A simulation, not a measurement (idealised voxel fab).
process module | voxel self aligned vias
cross-section cut | 220 nm wide | cells 5 nm
A cross-section is a grid of square cells, given in bands from the top down. A band is one or more rows of cells.
Each band's line starts with the height of the band's top and of its bottom, in nm. Then come its materials from left to right, each with its width in nm. One material with "throughout" fills the band from edge to edge. "air" is empty space.
Height 0 is the level under which the wafer as received is all one material. The lowest band goes on downwards, as in "0 down".
A width such as "30 to 40" changes by the same amount from each row of cells to the next, from the band's top row to its bottom row.
"no change" after a step means that no cell of the cross-section changed.
closed voids: empty space of 8 cells or more with no open way to the top, each as width x height at its distance from the left edge, in nm
after a step's settings: what the simulator itself notes on the step
overlay nm, on a step with a mask: how far to the right of its planned place the mask lay; to the left if negative
plan
1 op RECEIVE | material Si
2 op CONFORMAL_DEP | material SiO2 | thk nm 10
3 op CONFORMAL_DEP | material SiCN | thk nm 5
4 op DIRECTIONAL_DEP | material lowk | thk nm 25
5 op PATTERN | tone open | mask id LINES | material resist | width nm 20 | pitch nm 55 | thk nm 15 | overlay nm 0
6 op DIRECTIONAL_ETCH | etch materials lowk | depth nm 25
7 op STRIP | etch materials resist
8 op CONFORMAL_DEP | material TiN | thk nm 5
9 op FILL_DEP | material Ru | thk nm 5
10 op CMP | height nm 40
11 op SELECTIVE_ETCH | etch materials W Ru TiN | depth nm 10
12 op FILL_DEP | material SiN | thk nm 10
13 op CMP | height nm 40
14 op DIRECTIONAL_DEP | material lowk | thk nm 20
15 op MASKED_ETCH | tone open | mask id VIAS | width nm 40 | etch materials lowk | depth nm 20 | overlay nm 0
16 op MASKED_ETCH | tone open | mask id VIAS | width nm 40 | etch materials SiN | depth nm 10 | overlay nm 0
17 op CONFORMAL_DEP | material TiN | thk nm 5
18 op FILL_DEP | material W | thk nm 10
19 op CMP | height nm 60
20 op CONFORMAL_DEP | material SiCN | thk nm 5
as received, after step 1
  0 down: Si throughout
  closed voids: none
a wafer at the end: this start, this plan, one mistake
  65 to 60: SiCN throughout
  60 to 45: lowk 70 | TiN 5 | W 30 | TiN 5 | lowk 110
  45 to 40: lowk 70 | TiN 5 | W 10 | TiN 25 | lowk 110
  40 to 35: lowk 70 | TiN 5 | W 10 | TiN 5 | lowk 35 | SiN 20 | lowk 75
  35 to 30: lowk 70 | TiN 20 | lowk 35 | SiN 20 | lowk 75
  30 to 20: lowk 70 | TiN 5 | Ru 10 | TiN 5 | lowk 35 | TiN 5 | Ru 10 | TiN 5 | lowk 75
  20 to 15: lowk 70 | TiN 20 | lowk 35 | TiN 20 | lowk 75
  15 to 10: SiCN throughout
  10 to 0: SiO2 throughout
  0 down: Si throughout
  closed voids: none
what went wrong: step 15 ran as: op MASKED_ETCH | tone open | mask id VIAS | width nm 40 | etch materials lowk | depth nm 20 | overlay nm 10
